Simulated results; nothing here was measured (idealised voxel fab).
process module | voxel released beams
cross-section cut | 245 nm wide | cells 5 nm
A cross-section is a grid of square cells, given in bands from the top down. A band is one or more rows of cells.
Each band's line starts with the height of the band's top and of its bottom, in nm. Then come its materials from left to right, each with its width in nm. One material with "throughout" fills the band from edge to edge. "air" is empty space.
Height 0 is the level under which the wafer as received is all one material. The lowest band goes on downwards, as in "0 down".
A width such as "30 to 40" changes by the same amount from each row of cells to the next, from the band's top row to its bottom row.
"no change" after a step means that no cell of the cross-section changed.
closed voids: empty space of 8 cells or more with no open way to the top, each as width x height at its distance from the left edge, in nm
after a step's settings: what the simulator itself notes on the step
overlay nm, on a step with a mask: how far to the right of its planned place the mask lay; to the left if negative
plan
1 op RECEIVE | material Si
2 op CONFORMAL_DEP | material Al2O3 | thk nm 10
3 op DIRECTIONAL_DEP | material SiO2 | thk nm 20
4 op MASKED_ETCH | tone open | mask id ANCHOR | width nm 45 | etch materials SiO2 | depth nm 20 | overlay nm 0
5 op CONFORMAL_DEP | material polySi | thk nm 15
6 op MASKED_ETCH | tone cover | mask id BEAM | width nm 105 | etch materials polySi | depth nm 15 | overlay nm 0
7 op STRIP | etch materials SiO2
first wafer, as planned
as received, after step 1
  0 down: Si throughout
  closed voids: none
after step 2
  10 to 0: Al2O3 throughout
  below 0: unchanged
after step 3
  30 to 10: SiO2 throughout
  below 10: unchanged
after step 4
  30 to 10: SiO2 70 | air 45 | SiO2 130
  below 10: unchanged
after step 5
  45 to 30: polySi 85 | air 15 | polySi 145
  30 to 25: SiO2 70 | polySi 15 | air 15 | polySi 15 | SiO2 130
  25 to 10: SiO2 70 | polySi 45 | SiO2 130
  below 10: unchanged
after step 6
  45 to 30: air 65 | polySi 20 | air 15 | polySi 70 | air 75
  below 30: unchanged
after step 7
  45 to 30: air 65 | polySi 20 | air 15 | polySi 70 | air 75
  30 to 25: air 70 | polySi 15 | air 15 | polySi 15 | air 130
  25 to 10: air 70 | polySi 45 | air 130
  below 10: unchanged
second wafer: like start, like plan, one mistake. Through step 3 it matches the first wafer
when step 4 should have ended
  30 to 10: SiO2 75 | air 35 | SiO2 135
  below 10: unchanged
when step 5 should have ended
  45 to 30: polySi 90 | air 5 | polySi 150
  30 to 25: SiO2 75 | polySi 15 | air 5 | polySi 15 | SiO2 135
  25 to 10: SiO2 75 | polySi 35 | SiO2 135
  below 10: unchanged
when step 6 should have ended
  45 to 30: air 65 | polySi 25 | air 5 | polySi 75 | air 75
  below 30: unchanged
when step 7 should have ended
  45 to 30: air 65 | polySi 25 | air 5 | polySi 75 | air 75
  30 to 25: air 75 | polySi 15 | air 5 | polySi 15 | air 135
  25 to 10: air 75 | polySi 35 | air 135
  below 10: unchanged
what went wrong: step 4 ran as: op MASKED_ETCH | tone open | mask id ANCHOR | width nm 35 | etch materials SiO2 | depth nm 20 | overlay nm 0
at the end the second wafer has, in cells: as many of each material as the first, in other places
